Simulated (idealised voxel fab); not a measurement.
Title: Process Module voxel ribs on slabs
Cross-sectional view cut (width: 145 nm; square cell size: 5 nm).
For the purposes of this document, a cross-section shall be understood as a grid of square cells, specified as bands listed in top-to-bottom order, each band consisting of one or more rows of cells.
Heads up on the band format: heights come first, top then bottom, in nm. After that it's the materials left to right, each with its width in nm. A single material flagged "all across" fills the whole band edge to edge, and "blank" means there's empty space there.
Height 0 is the level under which the wafer as received is all one material. The lowest band goes on downwards, as in "from 0 down".
Width "30..40": first value at the band's top row of cells, second value at its bottom row, equal change from row to row.
"nothing got changed", as given for a step, is the statement that not any cell of the cross-section underwent a change during that step.
This entry, "closed voids", enumerates those empty regions of no fewer than 8 cells that possess no open connection to the top. Each region is reported in the form width x height at distance, the distance being taken from the left edge, with all three quantities expressed in nm.
If you see something after the settings on a step's line, that's the simulator's own remark about that step.
overlay nm, on a step with a mask: how far to the right of its planned place the mask lay; to the left if negative

Steps planned for the process
step 1: RECEIVE (material Si)
step 2: DIRECTIONAL_DEP (material SiO2; thk nm 25)
step 3: DIRECTIONAL_DEP (material polySi; thk nm 25)
step 4: PATTERN (tone cover; mask id RIB; material resist; width nm 20; thk nm 15; overlay nm 0)
step 5: DIRECTIONAL_ETCH (etch materials polySi; depth nm 15)
step 6: STRIP (etch materials resist)
step 7: MASKED_ETCH (tone cover; mask id SLAB; width nm 80; etch materials polySi; depth nm 10; overlay nm 0)
step 8: FILL_DEP (material SiO2; thk nm 15)
step 9: CMP (height nm 60)
step 10: DIRECTIONAL_DEP (material TiN; thk nm 5)
step 11: PATTERN (tone cover; mask id HEATER; material resist; width nm 30; thk nm 20; overlay nm 0)
step 12: DIRECTIONAL_ETCH (etch materials TiN; depth nm 5)
step 13: STRIP (etch materials resist)
step 14: CONFORMAL_DEP (material SiN; thk nm 5)

Cross-section: wafer on arrival = after step 1
- from 0 down: Si all across
- closed voids: none

This is how the wafer looks in cross-section once the module is done, given the starting state and plan above and one mistake in carrying the plan out
- from 70 to 65: blank 50, then SiN 40, then blank 55
- from 65 to 60: SiN 55, then TiN 30, then SiN 60
- from 60 to 50: SiO2 30, then polySi 80, then SiO2 35
- from 50 to 25: polySi all across
- from 25 to 0: SiO2 all across
- from 0 down: Si all across
- closed voids: none
Deviation noted in wafer processing: step 3 of the plan was performed twice
